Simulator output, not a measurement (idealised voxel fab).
Process module name: voxel wiring stack
FYI the section here is cut, 245 nm wide, cells are 5 nm squares.
Cross-section, as written here: a square-cell grid given band by band from the top down, where a band holds one or more rows of cells.
Look at the band entry: it leads with the top's height and the bottom's height in nm. Then it lists the materials left to right, with a width in nm for each. The word "edge to edge" on a single material says that material fills the band edge to edge. The word "empty" is empty space.
We count height from 0. Below that, the starting wafer is all one material. The lowest band never ends at the bottom but goes on down; see "top 0, no bottom" for how that is written.
Width "30..40": first value at the band's top row of cells, second value at its bottom row, equal change from row to row.
You'll sometimes find "no alterations made" written for a step, and that's the way of saying that nowhere in the cross-section did a cell change during that step.
Entry "Closed cavity list". Content: empty spaces with no open connection to the top, size 8 cells or greater. Each: width x height at distance. Distance: from left edge. Unit: nm.
Step line, after settings: the simulator's comment on this step.
Each step line may optionally specify "overlay nm", which for a step with a mask gives the rightward distance between the mask's planned place and where it lay, a negative value indicating the leftward direction.
PLAN
- 1: RECEIVE,material Si
- 2: CONFORMAL_DEP,material SiO2,thk nm 10
- 3: CONFORMAL_DEP,material SiCN,thk nm 5
- 4: DIRECTIONAL_DEP,material lowk,thk nm 20
- 5: PATTERN,tone open,mask id METAL_1,material resist,width nm 25,pitch nm 55,thk nm 20,overlay nm 0
- 6: DIRECTIONAL_ETCH,etch materials lowk,depth nm 20
- 7: DIRECTIONAL_ETCH,etch materials SiCN,depth nm 5
- 8: STRIP,etch materials resist
- 9: CONFORMAL_DEP,material TiN,thk nm 5
- 10: FILL_DEP,material W,thk nm 10
- 11: CMP,height nm 35
- 12: CONFORMAL_DEP,material SiCN,thk nm 5
- 13: DIRECTIONAL_DEP,material lowk,thk nm 35
- 14: PATTERN,tone open,mask id METAL_2,material resist,width nm 25,pitch nm 55,thk nm 15,overlay nm 0
- 15: DIRECTIONAL_ETCH,etch materials lowk,depth nm 20
- 16: STRIP,etch materials resist
- 17: PATTERN,tone open,mask id METAL_2_HOLES,material resist,width nm 15,pitch nm 110,thk nm 20,overlay nm 0
- 18: DIRECTIONAL_ETCH,etch materials lowk,depth nm 15
- 19: DIRECTIONAL_ETCH,etch materials SiCN,depth nm 5
- 20: STRIP,etch materials resist
- 21: CONFORMAL_DEP,material TiN,thk nm 5
- 22: FILL_DEP,material Cu,thk nm 5
- 23: CMP,height nm 75
- 24: CONFORMAL_DEP,material SiN,thk nm 5
Where the wafers of this document differ is in the width nm of step 17; they start out the same, and the plan states the value that applied to the first wafer.
FIRST OF SEVERAL WAFERS (AS RECEIVED, POST STEP 1), CROSS-SECTIONAL VIEW
  top 0, no bottom | Si edge to edge
  Closed cavity list: none
ROW PER WAFER, END-OF-MODULE: CELL GAIN (+)/LOSS (-) BY MATERIAL SINCE THE WAFER CAME IN, THEN CLOSED VOIDS
width nm 15 | +44 Cu | +72 SiCN | +49 SiN | +98 SiO2 | +112 TiN | +48 W | +361 lowk | Closed cavity list: none
width nm 20 | +52 Cu | +70 SiCN | +49 SiN | +98 SiO2 | +112 TiN | +48 W | +355 lowk | Closed cavity list: none
width nm 25 | +56 Cu | +70 SiCN | +49 SiN | +98 SiO2 | +114 TiN | +48 W | +349 lowk | Closed cavity list: none
width nm 30 | +64 Cu | +68 SiCN | +49 SiN | +98 SiO2 | +114 TiN | +48 W | +343 lowk | Closed cavity list: none
